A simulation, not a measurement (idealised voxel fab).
process module | voxel transistor to metal
cross-section cut | 265 nm wide | cells 5 nm
A cross-section is a grid of square cells, given in bands from the top down. A band is one or more rows of cells.
Each band's line starts with the height of the band's top and of its bottom, in nm. Then come its materials from left to right, each with its width in nm. One material with "throughout" fills the band from edge to edge. "air" is empty space.
Height 0 is the level under which the wafer as received is all one material. The lowest band goes on downwards, as in "0 down".
A width such as "30 to 40" changes by the same amount from each row of cells to the next, from the band's top row to its bottom row.
"no change" after a step means that no cell of the cross-section changed.
closed voids: empty space of 8 cells or more with no open way to the top, each as width x height at its distance from the left edge, in nm
after a step's settings: what the simulator itself notes on the step
overlay nm, on a step with a mask: how far to the right of its planned place the mask lay; to the left if negative
plan
1 op RECEIVE | material Si
2 op OXIDIZE | depth nm 5
3 op CONFORMAL_DEP | material SiN | thk nm 15
4 op PATTERN | tone cover | mask id ACTIVE | material resist | width nm 105 | pitch nm 130 | thk nm 20 | overlay nm 0
5 op DIRECTIONAL_ETCH | etch materials SiN | depth nm 15
6 op DIRECTIONAL_ETCH | etch materials SiO2 | depth nm 5
7 op DIRECTIONAL_ETCH | etch materials Si | depth nm 25
8 op STRIP | etch materials resist
9 op OXIDIZE | depth nm 5
10 op FILL_DEP | material SiO2 | thk nm 15
11 op CMP | height nm 15
12 op SELECTIVE_ETCH | etch materials SiO2 | depth nm 10
13 op STRIP | etch materials SiN
14 op SELECTIVE_ETCH | etch materials SiO2 | depth nm 5
15 op OXIDIZE | depth nm 5
16 op DIRECTIONAL_DEP | material polySi | thk nm 25
17 op DIRECTIONAL_DEP | material SiCN | thk nm 10
18 op MASKED_ETCH | tone cover | mask id GATE | width nm 25 | pitch nm 130 | etch materials SiCN | depth nm 20 | overlay nm 0
19 op MASKED_ETCH | tone cover | mask id GATE | width nm 25 | pitch nm 130 | etch materials polySi | depth nm 35 | overlay nm 0
20 op CONFORMAL_DEP | material SiN | thk nm 5
21 op DIRECTIONAL_ETCH | etch materials SiN | depth nm 5
22 op DIRECTIONAL_ETCH | etch materials SiO2 | depth nm 5
23 op EPI | material nSi | thk nm 5
24 op FILL_DEP | material SiO2 | thk nm 5
25 op CMP | height nm 30
26 op DIRECTIONAL_DEP | material SiO2 | thk nm 10
27 op MASKED_ETCH | tone open | mask id CONTACT | width nm 15 | etch materials SiO2 | depth nm 45 | overlay nm 0
28 op CONFORMAL_DEP | material TiN | thk nm 5
29 op FILL_DEP | material Ru | thk nm 10
30 op CMP | height nm 40
31 op CONFORMAL_DEP | material SiN | thk nm 5
32 op DIRECTIONAL_DEP | material SiO2 | thk nm 25
33 op MASKED_ETCH | tone open | mask id METAL_1 | width nm 15 | etch materials SiO2 | depth nm 25 | overlay nm 0
34 op MASKED_ETCH | tone open | mask id METAL_1 | width nm 15 | etch materials SiN | depth nm 5 | overlay nm 0
35 op CONFORMAL_DEP | material TiN | thk nm 5
36 op FILL_DEP | material Ru | thk nm 10
37 op CMP | height nm 70
38 op EPI | material Ru | thk nm 5
39 op FILL_DEP | material SiCN | thk nm 5
first wafer, as planned
as received, after step 1
  0 down: Si throughout
  closed voids: none
after step 2
  0 to -5: SiO2 throughout
  below -5: unchanged
after step 3
  15 to 0: SiN throughout
  below 0: unchanged
after step 4
  35 to 15: air 15 | resist 105 | air 25 | resist 105 | air 15
  below 15: unchanged
after step 5
  35 to 15: air 15 | resist 105 | air 25 | resist 105 | air 15
  15 to 0: air 15 | SiN 105 | air 25 | SiN 105 | air 15
  below 0: unchanged
after step 6
  35 to 15: air 15 | resist 105 | air 25 | resist 105 | air 15
  15 to 0: air 15 | SiN 105 | air 25 | SiN 105 | air 15
  0 to -5: air 15 | SiO2 105 | air 25 | SiO2 105 | air 15
  below -5: unchanged
after step 7
  35 to 15: air 15 | resist 105 | air 25 | resist 105 | air 15
  15 to 0: air 15 | SiN 105 | air 25 | SiN 105 | air 15
  0 to -5: air 15 | SiO2 105 | air 25 | SiO2 105 | air 15
  -5 to -30: air 15 | Si 105 | air 25 | Si 105 | air 15
  below -30: unchanged
after step 8
  15 to 0: air 15 | SiN 105 | air 25 | SiN 105 | air 15
  below 0: unchanged
after step 9
  15 to 0: air 15 | SiN 105 | air 25 | SiN 105 | air 15
  0 to -5: air 15 | SiO2 105 | air 25 | SiO2 105 | air 15
  -5 to -30: air 15 | SiO2 5 | Si 95 | SiO2 5 | air 25 | SiO2 5 | Si 95 | SiO2 5 | air 15
  -30 to -35: SiO2 20 | Si 95 | SiO2 35 | Si 95 | SiO2 20
  below -35: unchanged
after step 10
  30 to 15: SiO2 throughout
  15 to 0: SiO2 15 | SiN 105 | SiO2 25 | SiN 105 | SiO2 15
  0 to -5: SiO2 throughout
  -5 to -35: SiO2 20 | Si 95 | SiO2 35 | Si 95 | SiO2 20
  below -35: unchanged
after step 11
  15 to 0: SiO2 15 | SiN 105 | SiO2 25 | SiN 105 | SiO2 15
  below 0: unchanged
after step 12
  15 to 5: air 15 | SiN 105 | air 25 | SiN 105 | air 15
  below 5: unchanged
after step 13
  5 to 0: SiO2 15 | air 105 | SiO2 25 | air 105 | SiO2 15
  below 0: unchanged
after step 14
  0 to -5: SiO2 10 | air 115 | SiO2 15 | air 115 | SiO2 10
  below -5: unchanged
after step 15
  0 to -5: SiO2 10 | air 115 | SiO2 15 | air 115 | SiO2 10
  -5 to -10: SiO2 throughout
  below -10: unchanged
after step 16
  25 to 20: polySi 10 | air 115 | polySi 15 | air 115 | polySi 10
  20 to 0: polySi throughout
  0 to -5: SiO2 10 | polySi 115 | SiO2 15 | polySi 115 | SiO2 10
  below -5: unchanged
after step 17
  35 to 30: SiCN 10 | air 115 | SiCN 15 | air 115 | SiCN 10
  30 to 25: SiCN throughout
  25 to 20: polySi 10 | SiCN 115 | polySi 15 | SiCN 115 | polySi 10
  below 20: unchanged
after step 18
  30 to 25: air 55 | SiCN 25 | air 105 | SiCN 25 | air 55
  25 to 20: polySi 10 | air 45 | SiCN 25 | air 45 | polySi 15 | air 45 | SiCN 25 | air 45 | polySi 10
  below 20: unchanged
after step 19
  30 to 20: air 55 | SiCN 25 | air 105 | SiCN 25 | air 55
  20 to 0: air 55 | polySi 25 | air 105 | polySi 25 | air 55
  0 to -5: SiO2 10 | air 45 | polySi 25 | air 45 | SiO2 15 | air 45 | polySi 25 | air 45 | SiO2 10
  below -5: unchanged
after step 20
  35 to 30: air 50 | SiN 35 | air 95 | SiN 35 | air 50
  30 to 20: air 50 | SiN 5 | SiCN 25 | SiN 5 | air 95 | SiN 5 | SiCN 25 | SiN 5 | air 50
  20 to 5: air 50 | SiN 5 | polySi 25 | SiN 5 | air 95 | SiN 5 | polySi 25 | SiN 5 | air 50
  5 to 0: SiN 15 | air 35 | SiN 5 | polySi 25 | SiN 5 | air 35 | SiN 25 | air 35 | SiN 5 | polySi 25 | SiN 5 | air 35 | SiN 15
  0 to -5: SiO2 10 | SiN 45 | polySi 25 | SiN 45 | SiO2 15 | SiN 45 | polySi 25 | SiN 45 | SiO2 10
  below -5: unchanged
after step 21
  30 to 20: air 50 | SiN 5 | SiCN 25 | SiN 5 | air 95 | SiN 5 | SiCN 25 | SiN 5 | air 50
  20 to 0: air 50 | SiN 5 | polySi 25 | SiN 5 | air 95 | SiN 5 | polySi 25 | SiN 5 | air 50
  0 to -5: SiO2 10 | SiN 5 | air 35 | SiN 5 | polySi 25 | SiN 5 | air 35 | SiN 5 | SiO2 15 | SiN 5 | air 35 | SiN 5 | polySi 25 | SiN 5 | air 35 | SiN 5 | SiO2 10
  below -5: unchanged
after step 22
  30 to 20: air 50 | SiN 5 | SiCN 25 | SiN 5 | air 95 | SiN 5 | SiCN 25 | SiN 5 | air 50
  20 to 0: air 50 | SiN 5 | polySi 25 | SiN 5 | air 95 | SiN 5 | polySi 25 | SiN 5 | air 50
  0 to -5: air 10 | SiN 5 | air 35 | SiN 5 | polySi 25 | SiN 5 | air 35 | SiN 5 | air 15 | SiN 5 | air 35 | SiN 5 | polySi 25 | SiN 5 | air 35 | SiN 5 | air 10
  -5 to -10: SiO2 15 | air 35 | SiO2 35 | air 35 | SiO2 25 | air 35 | SiO2 35 | air 35 | SiO2 15
  below -10: unchanged
after step 23
  30 to 20: air 50 | SiN 5 | SiCN 25 | SiN 5 | air 95 | SiN 5 | SiCN 25 | SiN 5 | air 50
  20 to 0: air 50 | SiN 5 | polySi 25 | SiN 5 | air 95 | SiN 5 | polySi 25 | SiN 5 | air 50
  0 to -5: air 10 | SiN 5 | air 35 | SiN 5 | polySi 25 | SiN 5 | air 35 | SiN 5 | air 15 | SiN 5 | air 35 | SiN 5 | polySi 25 | SiN 5 | air 35 | SiN 5 | air 10
  -5 to -10: SiO2 15 | nSi 35 | SiO2 35 | nSi 35 | SiO2 25 | nSi 35 | SiO2 35 | nSi 35 | SiO2 15
  below -10: unchanged
after step 24
  35 to 30: SiO2 throughout
  30 to 20: SiO2 50 | SiN 5 | SiCN 25 | SiN 5 | SiO2 95 | SiN 5 | SiCN 25 | SiN 5 | SiO2 50
  20 to 0: SiO2 50 | SiN 5 | polySi 25 | SiN 5 | SiO2 95 | SiN 5 | polySi 25 | SiN 5 | SiO2 50
  0 to -5: SiO2 10 | SiN 5 | SiO2 35 | SiN 5 | polySi 25 | SiN 5 | SiO2 35 | SiN 5 | SiO2 15 | SiN 5 | SiO2 35 | SiN 5 | polySi 25 | SiN 5 | SiO2 35 | SiN 5 | SiO2 10
  below -5: unchanged
after step 25
  30 to 20: SiO2 50 | SiN 5 | SiCN 25 | SiN 5 | SiO2 95 | SiN 5 | SiCN 25 | SiN 5 | SiO2 50
  below 20: unchanged
after step 26
  40 to 30: SiO2 throughout
  below 30: unchanged
after step 27
  40 to 30: SiO2 25 | air 15 | SiO2 55 | air 15 | SiO2 45 | air 15 | SiO2 55 | air 15 | SiO2 25
  30 to 20: SiO2 25 | air 15 | SiO2 10 | SiN 5 | SiCN 25 | SiN 5 | SiO2 10 | air 15 | SiO2 45 | air 15 | SiO2 10 | SiN 5 | SiCN 25 | SiN 5 | SiO2 10 | air 15 | SiO2 25
  20 to 0: SiO2 25 | air 15 | SiO2 10 | SiN 5 | polySi 25 | SiN 5 | SiO2 10 | air 15 | SiO2 45 | air 15 | SiO2 10 | SiN 5 | polySi 25 | SiN 5 | SiO2 10 | air 15 | SiO2 25
  0 to -5: SiO2 10 | SiN 5 | SiO2 10 | air 15 | SiO2 10 | SiN 5 | polySi 25 | SiN 5 | SiO2 10 | air 15 | SiO2 10 | SiN 5 | SiO2 15 | SiN 5 | SiO2 10 | air 15 | SiO2 10 | SiN 5 | polySi 25 | SiN 5 | SiO2 10 | air 15 | SiO2 10 | SiN 5 | SiO2 10
  below -5: unchanged
after step 28
  45 to 40: TiN 30 | air 5 | TiN 65 | air 5 | TiN 55 | air 5 | TiN 65 | air 5 | TiN 30
  40 to 30: SiO2 25 | TiN 5 | air 5 | TiN 5 | SiO2 55 | TiN 5 | air 5 | TiN 5 | SiO2 45 | TiN 5 | air 5 | TiN 5 | SiO2 55 | TiN 5 | air 5 | TiN 5 | SiO2 25
  30 to 20: SiO2 25 | TiN 5 | air 5 | TiN 5 | SiO2 10 | SiN 5 | SiCN 25 | SiN 5 | SiO2 10 | TiN 5 | air 5 | TiN 5 | SiO2 45 | TiN 5 | air 5 | TiN 5 | SiO2 10 | SiN 5 | SiCN 25 | SiN 5 | SiO2 10 | TiN 5 | air 5 | TiN 5 | SiO2 25
  20 to 0: SiO2 25 | TiN 5 | air 5 | TiN 5 | SiO2 10 | SiN 5 | polySi 25 | SiN 5 | SiO2 10 | TiN 5 | air 5 | TiN 5 | SiO2 45 | TiN 5 | air 5 | TiN 5 | SiO2 10 | SiN 5 | polySi 25 | SiN 5 | SiO2 10 | TiN 5 | air 5 | TiN 5 | SiO2 25
  0 to -5: SiO2 10 | SiN 5 | SiO2 10 | TiN 15 | SiO2 10 | SiN 5 | polySi 25 | SiN 5 | SiO2 10 | TiN 15 | SiO2 10 | SiN 5 | SiO2 15 | SiN 5 | SiO2 10 | TiN 15 | SiO2 10 | SiN 5 | polySi 25 | SiN 5 | SiO2 10 | TiN 15 | SiO2 10 | SiN 5 | SiO2 10
  below -5: unchanged
after step 29
  55 to 45: Ru throughout
  45 to 40: TiN 30 | Ru 5 | TiN 65 | Ru 5 | TiN 55 | Ru 5 | TiN 65 | Ru 5 | TiN 30
  40 to 30: SiO2 25 | TiN 5 | Ru 5 | TiN 5 | SiO2 55 | TiN 5 | Ru 5 | TiN 5 | SiO2 45 | TiN 5 | Ru 5 | TiN 5 | SiO2 55 | TiN 5 | Ru 5 | TiN 5 | SiO2 25
  30 to 20: SiO2 25 | TiN 5 | Ru 5 | TiN 5 | SiO2 10 | SiN 5 | SiCN 25 | SiN 5 | SiO2 10 | TiN 5 | Ru 5 | TiN 5 | SiO2 45 | TiN 5 | Ru 5 | TiN 5 | SiO2 10 | SiN 5 | SiCN 25 | SiN 5 | SiO2 10 | TiN 5 | Ru 5 | TiN 5 | SiO2 25
  20 to 0: SiO2 25 | TiN 5 | Ru 5 | TiN 5 | SiO2 10 | SiN 5 | polySi 25 | SiN 5 | SiO2 10 | TiN 5 | Ru 5 | TiN 5 | SiO2 45 | TiN 5 | Ru 5 | TiN 5 | SiO2 10 | SiN 5 | polySi 25 | SiN 5 | SiO2 10 | TiN 5 | Ru 5 | TiN 5 | SiO2 25
  below 0: unchanged
after step 30
  40 to 30: SiO2 25 | TiN 5 | Ru 5 | TiN 5 | SiO2 55 | TiN 5 | Ru 5 | TiN 5 | SiO2 45 | TiN 5 | Ru 5 | TiN 5 | SiO2 55 | TiN 5 | Ru 5 | TiN 5 | SiO2 25
  below 30: unchanged
after step 31
  45 to 40: SiN throughout
  below 40: unchanged
after step 32
  70 to 45: SiO2 throughout
  below 45: unchanged
after step 33
  70 to 45: SiO2 25 | air 15 | SiO2 55 | air 15 | SiO2 45 | air 15 | SiO2 55 | air 15 | SiO2 25
  below 45: unchanged
after step 34
  70 to 45: SiO2 25 | air 15 | SiO2 55 | air 15 | SiO2 45 | air 15 | SiO2 55 | air 15 | SiO2 25
  45 to 40: SiN 25 | air 15 | SiN 55 | air 15 | SiN 45 | air 15 | SiN 55 | air 15 | SiN 25
  below 40: unchanged
after step 35
  75 to 70: TiN 30 | air 5 | TiN 65 | air 5 | TiN 55 | air 5 | TiN 65 | air 5 | TiN 30
  70 to 45: SiO2 25 | TiN 5 | air 5 | TiN 5 | SiO2 55 | TiN 5 | air 5 | TiN 5 | SiO2 45 | TiN 5 | air 5 | TiN 5 | SiO2 55 | TiN 5 | air 5 | TiN 5 | SiO2 25
  45 to 40: SiN 25 | TiN 15 | SiN 55 | TiN 15 | SiN 45 | TiN 15 | SiN 55 | TiN 15 | SiN 25
  below 40: unchanged
after step 36
  85 to 75: Ru throughout
  75 to 70: TiN 30 | Ru 5 | TiN 65 | Ru 5 | TiN 55 | Ru 5 | TiN 65 | Ru 5 | TiN 30
  70 to 45: SiO2 25 | TiN 5 | Ru 5 | TiN 5 | SiO2 55 | TiN 5 | Ru 5 | TiN 5 | SiO2 45 | TiN 5 | Ru 5 | TiN 5 | SiO2 55 | TiN 5 | Ru 5 | TiN 5 | SiO2 25
  below 45: unchanged
after step 37
  70 to 45: SiO2 25 | TiN 5 | Ru 5 | TiN 5 | SiO2 55 | TiN 5 | Ru 5 | TiN 5 | SiO2 45 | TiN 5 | Ru 5 | TiN 5 | SiO2 55 | TiN 5 | Ru 5 | TiN 5 | SiO2 25
  below 45: unchanged
after step 38
  75 to 70: air 20 | Ru 25 | air 45 | Ru 25 | air 35 | Ru 25 | air 45 | Ru 25 | air 20
  below 70: unchanged
after step 39
  80 to 75: SiCN throughout
  75 to 70: SiCN 20 | Ru 25 | SiCN 45 | Ru 25 | SiCN 35 | Ru 25 | SiCN 45 | Ru 25 | SiCN 20
  below 70: unchanged
second wafer: like start, like plan, one mistake. Through step 26 it matches the first wafer
when step 27 should have ended
  40 to 30: SiO2 30 | air 15 | SiO2 55 | air 15 | SiO2 45 | air 15 | SiO2 55 | air 15 | SiO2 20
  30 to 20: SiO2 30 | air 15 | SiO2 5 | SiN 5 | SiCN 25 | SiN 5 | SiO2 15 | air 15 | SiO2 45 | air 15 | SiO2 5 | SiN 5 | SiCN 25 | SiN 5 | SiO2 15 | air 15 | SiO2 20
  20 to 0: SiO2 30 | air 15 | SiO2 5 | SiN 5 | polySi 25 | SiN 5 | SiO2 15 | air 15 | SiO2 45 | air 15 | SiO2 5 | SiN 5 | polySi 25 | SiN 5 | SiO2 15 | air 15 | SiO2 20
  0 to -5: SiO2 10 | SiN 5 | SiO2 15 | air 15 | SiO2 5 | SiN 5 | polySi 25 | SiN 5 | SiO2 15 | air 15 | SiO2 5 | SiN 5 | SiO2 15 | SiN 5 | SiO2 15 | air 15 | SiO2 5 | SiN 5 | polySi 25 | SiN 5 | SiO2 15 | air 15 | SiO2 5 | SiN 5 | SiO2 10
  below -5: unchanged
when step 28 should have ended
  45 to 40: TiN 35 | air 5 | TiN 65 | air 5 | TiN 55 | air 5 | TiN 65 | air 5 | TiN 25
  40 to 30: SiO2 30 | TiN 5 | air 5 | TiN 5 | SiO2 55 | TiN 5 | air 5 | TiN 5 | SiO2 45 | TiN 5 | air 5 | TiN 5 | SiO2 55 | TiN 5 | air 5 | TiN 5 | SiO2 20
  30 to 20: SiO2 30 | TiN 5 | air 5 | TiN 5 | SiO2 5 | SiN 5 | SiCN 25 | SiN 5 | SiO2 15 | TiN 5 | air 5 | TiN 5 | SiO2 45 | TiN 5 | air 5 | TiN 5 | SiO2 5 | SiN 5 | SiCN 25 | SiN 5 | SiO2 15 | TiN 5 | air 5 | TiN 5 | SiO2 20
  20 to 0: SiO2 30 | TiN 5 | air 5 | TiN 5 | SiO2 5 | SiN 5 | polySi 25 | SiN 5 | SiO2 15 | TiN 5 | air 5 | TiN 5 | SiO2 45 | TiN 5 | air 5 | TiN 5 | SiO2 5 | SiN 5 | polySi 25 | SiN 5 | SiO2 15 | TiN 5 | air 5 | TiN 5 | SiO2 20
  0 to -5: SiO2 10 | SiN 5 | SiO2 15 | TiN 15 | SiO2 5 | SiN 5 | polySi 25 | SiN 5 | SiO2 15 | TiN 15 | SiO2 5 | SiN 5 | SiO2 15 | SiN 5 | SiO2 15 | TiN 15 | SiO2 5 | SiN 5 | polySi 25 | SiN 5 | SiO2 15 | TiN 15 | SiO2 5 | SiN 5 | SiO2 10
  below -5: unchanged
when step 29 should have ended
  55 to 45: Ru throughout
  45 to 40: TiN 35 | Ru 5 | TiN 65 | Ru 5 | TiN 55 | Ru 5 | TiN 65 | Ru 5 | TiN 25
  40 to 30: SiO2 30 | TiN 5 | Ru 5 | TiN 5 | SiO2 55 | TiN 5 | Ru 5 | TiN 5 | SiO2 45 | TiN 5 | Ru 5 | TiN 5 | SiO2 55 | TiN 5 | Ru 5 | TiN 5 | SiO2 20
  30 to 20: SiO2 30 | TiN 5 | Ru 5 | TiN 5 | SiO2 5 | SiN 5 | SiCN 25 | SiN 5 | SiO2 15 | TiN 5 | Ru 5 | TiN 5 | SiO2 45 | TiN 5 | Ru 5 | TiN 5 | SiO2 5 | SiN 5 | SiCN 25 | SiN 5 | SiO2 15 | TiN 5 | Ru 5 | TiN 5 | SiO2 20
  20 to 0: SiO2 30 | TiN 5 | Ru 5 | TiN 5 | SiO2 5 | SiN 5 | polySi 25 | SiN 5 | SiO2 15 | TiN 5 | Ru 5 | TiN 5 | SiO2 45 | TiN 5 | Ru 5 | TiN 5 | SiO2 5 | SiN 5 | polySi 25 | SiN 5 | SiO2 15 | TiN 5 | Ru 5 | TiN 5 | SiO2 20
  below 0: unchanged
when step 30 should have ended
  40 to 30: SiO2 30 | TiN 5 | Ru 5 | TiN 5 | SiO2 55 | TiN 5 | Ru 5 | TiN 5 | SiO2 45 | TiN 5 | Ru 5 | TiN 5 | SiO2 55 | TiN 5 | Ru 5 | TiN 5 | SiO2 20
  below 30: unchanged
when step 31 should have ended
  45 to 40: SiN throughout
  below 40: unchanged
when step 32 should have ended
  70 to 45: SiO2 throughout
  below 45: unchanged
when step 33 should have ended
  70 to 45: SiO2 25 | air 15 | SiO2 55 | air 15 | SiO2 45 | air 15 | SiO2 55 | air 15 | SiO2 25
  below 45: unchanged
when step 34 should have ended
  70 to 45: SiO2 25 | air 15 | SiO2 55 | air 15 | SiO2 45 | air 15 | SiO2 55 | air 15 | SiO2 25
  45 to 40: SiN 25 | air 15 | SiN 55 | air 15 | SiN 45 | air 15 | SiN 55 | air 15 | SiN 25
  below 40: unchanged
when step 35 should have ended
  75 to 70: TiN 30 | air 5 | TiN 65 | air 5 | TiN 55 | air 5 | TiN 65 | air 5 | TiN 30
  70 to 45: SiO2 25 | TiN 5 | air 5 | TiN 5 | SiO2 55 | TiN 5 | air 5 | TiN 5 | SiO2 45 | TiN 5 | air 5 | TiN 5 | SiO2 55 | TiN 5 | air 5 | TiN 5 | SiO2 25
  45 to 40: SiN 25 | TiN 15 | SiN 55 | TiN 15 | SiN 45 | TiN 15 | SiN 55 | TiN 15 | SiN 25
  below 40: unchanged
when step 36 should have ended
  85 to 75: Ru throughout
  75 to 70: TiN 30 | Ru 5 | TiN 65 | Ru 5 | TiN 55 | Ru 5 | TiN 65 | Ru 5 | TiN 30
  70 to 45: SiO2 25 | TiN 5 | Ru 5 | TiN 5 | SiO2 55 | TiN 5 | Ru 5 | TiN 5 | SiO2 45 | TiN 5 | Ru 5 | TiN 5 | SiO2 55 | TiN 5 | Ru 5 | TiN 5 | SiO2 25
  below 45: unchanged
when step 37 should have ended
  70 to 45: SiO2 25 | TiN 5 | Ru 5 | TiN 5 | SiO2 55 | TiN 5 | Ru 5 | TiN 5 | SiO2 45 | TiN 5 | Ru 5 | TiN 5 | SiO2 55 | TiN 5 | Ru 5 | TiN 5 | SiO2 25
  below 45: unchanged
when step 38 should have ended
  75 to 70: air 20 | Ru 25 | air 45 | Ru 25 | air 35 | Ru 25 | air 45 | Ru 25 | air 20
  below 70: unchanged
when step 39 should have ended
  80 to 75: SiCN throughout
  75 to 70: SiCN 20 | Ru 25 | SiCN 45 | Ru 25 | SiCN 35 | Ru 25 | SiCN 45 | Ru 25 | SiCN 20
  below 70: unchanged
what went wrong: step 27 ran as: op MASKED_ETCH | tone open | mask id CONTACT | width nm 15 | etch materials SiO2 | depth nm 45 | overlay nm 5
at the end the second wafer has, in cells: as many of each material as the first, in other places
